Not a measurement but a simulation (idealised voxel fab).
Name of the process module below: voxel wiring stack
Pictured: cross-section cut, 160 nm wide, on a grid of 5 nm square cells.
Bands, listed from the top down, are how a cross-section gets written in this document; the cross-section itself is a grid of square cells, and a band is one or more rows of them.
A band entry consists of two parts. The first gives the height of the band's top and the height of its bottom, in nm. The rest lists the band's materials from left to right, each with its width in nm. A single material labelled with the word "everywhere" fills the band from edge to edge, and the word "blank" marks empty space.
Heights are measured from 0, the level below which the as-received wafer is all one material; the lowest band has no bottom and continues downward, written as in "z 0 and below".
Read "30..40" as a graded width: first number on top, second number at the bottom, same change between each pair of neighbouring rows.
Take "same as before" at face value: in the step it is given for, the cross-section changed in none of its cells.
Closed-off voids of 8+ cells (no open route to the top) go in "Voids, fully enclosed", written width x height at distance from the left edge, in nm.
Past the settings on a step's line: simulator remark, on that step.
"overlay nm" on a masked step: distance the mask lay right of its planned place, negative for left.

### Steps planned for the process
1: op RECEIVE | material Si
2: op CONFORMAL_DEP | material SiO2 | thk nm 15
3: op DIRECTIONAL_DEP | material TiN | thk nm 5
4: op DIRECTIONAL_DEP | material W | thk nm 25
5: op PATTERN | tone cover | mask id METAL_1 | material resist | width nm 20 | pitch nm 40 | thk nm 20 | overlay nm 0
6: op DIRECTIONAL_ETCH | etch materials W | depth nm 25
7: op DIRECTIONAL_ETCH | etch materials TiN | depth nm 5
8: op STRIP | etch materials resist
9: op FILL_DEP | material lowk | thk nm 10
10: op CMP | height nm 45
11: op CONFORMAL_DEP | material SiCN | thk nm 5
12: op DIRECTIONAL_DEP | material lowk | thk nm 30
13: op DIRECTIONAL_DEP | material aC | thk nm 15
14: op PATTERN | tone open | mask id METAL_2 | material resist | width nm 20 | pitch nm 40 | thk nm 30 | overlay nm 0
15: op DIRECTIONAL_ETCH | etch materials aC | depth nm 15
16: op STRIP | etch materials resist
17: op DIRECTIONAL_ETCH | etch materials lowk | depth nm 15
18: op STRIP | etch materials aC
19: op MASKED_ETCH | tone open | mask id METAL_2_HOLES | width nm 15 | pitch nm 40 | etch materials lowk | depth nm 15 | overlay nm 0
20: op MASKED_ETCH | tone open | mask id METAL_2_HOLES | width nm 15 | pitch nm 40 | etch materials SiCN | depth nm 5 | overlay nm 0
21: op CONFORMAL_DEP | material TiN | thk nm 5
22: op FILL_DEP | material Cu | thk nm 10
23: op CMP | height nm 80
24: op CONFORMAL_DEP | material SiN | thk nm 5

### Step 1 complete: cross-section of the wafer as received
  z 0 and below | Si everywhere
  Voids, fully enclosed: none

### Starting wafer: above. Plan: above. Run: one mistake. Cross-section after the module: below
  z 85 to 80 | SiN everywhere
  z 80 to 70 | lowk=50; TiN=5; Cu=10; TiN=5; lowk=20; TiN=5; Cu=10; TiN=5; lowk=50
  z 70 to 65 | lowk=50; TiN=5; Cu=5; TiN=10; lowk=20; TiN=5; Cu=5; TiN=10; lowk=50
  z 65 to 50 | lowk=50; TiN=5; Cu=5; TiN=5; lowk=25; TiN=5; Cu=5; TiN=5; lowk=55
  z 50 to 45 | SiCN=50; TiN=15; SiCN=25; TiN=15; SiCN=55
  z 45 to 20 | lowk=50; W=20; lowk=20; W=20; lowk=50
  z 20 to 15 | lowk=50; TiN=20; lowk=20; TiN=20; lowk=50
  z 15 to 0 | aC everywhere
  z 0 and below | Si everywhere
  Voids, fully enclosed: none
In executing the process, a mistake was made relative to the plan: step 2 off recipe, ran as op CONFORMAL_DEP | material aC | thk nm 15
